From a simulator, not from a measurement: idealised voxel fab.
Documented hereafter: the process module known as voxel fin reveal.
Square cells of 5 nm make up the cross-section cut, whose width is 260 nm.
How to read a cross-section here: the picture is a grid of square cells, written as bands going from the top down, and any band can span one or more rows of cells.
Band: top and bottom heights (nm) first, top before bottom; then materials from left to right, widths in nm. "throughout" marks a sole material filling the band edge to edge. "air" denotes empty space.
Heights from 0 (as-received wafer is one material below). Bottom band endless downward, as "0..down".
Width "30..40": first value at the band's top row of cells, second value at its bottom row, equal change from row to row.
Step marked "remained unchanged"? Then no cell in the cross-section changed in it.
Under "Trapped voids" you'll find the enclosed gaps, the ones with no way out to the top, that are 8 cells or bigger; each reads width x height at distance, with distance counted from the left edge, everything in nm.
The remark found on a step's line after its settings is issued by the simulator itself and pertains to that step.
Each step line may optionally specify "overlay nm", which for a step with a mask gives the rightward distance between the mask's planned place and where it lay, a negative value indicating the leftward direction.

THE STEPS PLANNED FOR THE PROCESS ARE AS FOLLOWS
1. RECEIVE: material Si
2. CONFORMAL_DEP: material SiN, thk nm 10
3. PATTERN: tone cover, mask id FINS, material resist, width nm 15, pitch nm 35, thk nm 20, overlay nm 0
4. DIRECTIONAL_ETCH: etch materials SiN, depth nm 10
5. DIRECTIONAL_ETCH: etch materials Si, depth nm 30
6. STRIP: etch materials resist
7. OXIDIZE: depth nm 5
8. FILL_DEP: material SiO2, thk nm 10
9. CMP: height nm 10
10. SELECTIVE_ETCH: etch materials SiO2, depth nm 25
11. STRIP: etch materials SiN

AS RECEIVED, AFTER STEP 1
* 0..down: Si throughout
* Trapped voids: none

BELOW IS THE WAFER IN CROSS-SECTION AFTER THE MODULE WAS COMPLETED. IT BEGAN FROM THE STARTING POINT SHOWN ABOVE AND FOLLOWED THE PLAN SHOWN ABOVE, EXCEPT THAT ONE MISTAKE WAS MADE WHILE RUNNING IT
* 0..-15: 80 air; 5 Si; 30 air; 5 Si; 30 air; 5 Si; 30 air; 5 Si; 70 air
* -15..-35: 80 SiO2; 5 Si; 30 SiO2; 5 Si; 30 SiO2; 5 Si; 30 SiO2; 5 Si; 70 SiO2
* -35..down: Si throughout
* Trapped voids: none
Processing error: planned and actual differ for step 3; actual: PATTERN: tone cover, mask id FINS, material resist, width nm 15, pitch nm 35, thk nm 20, overlay nm 5
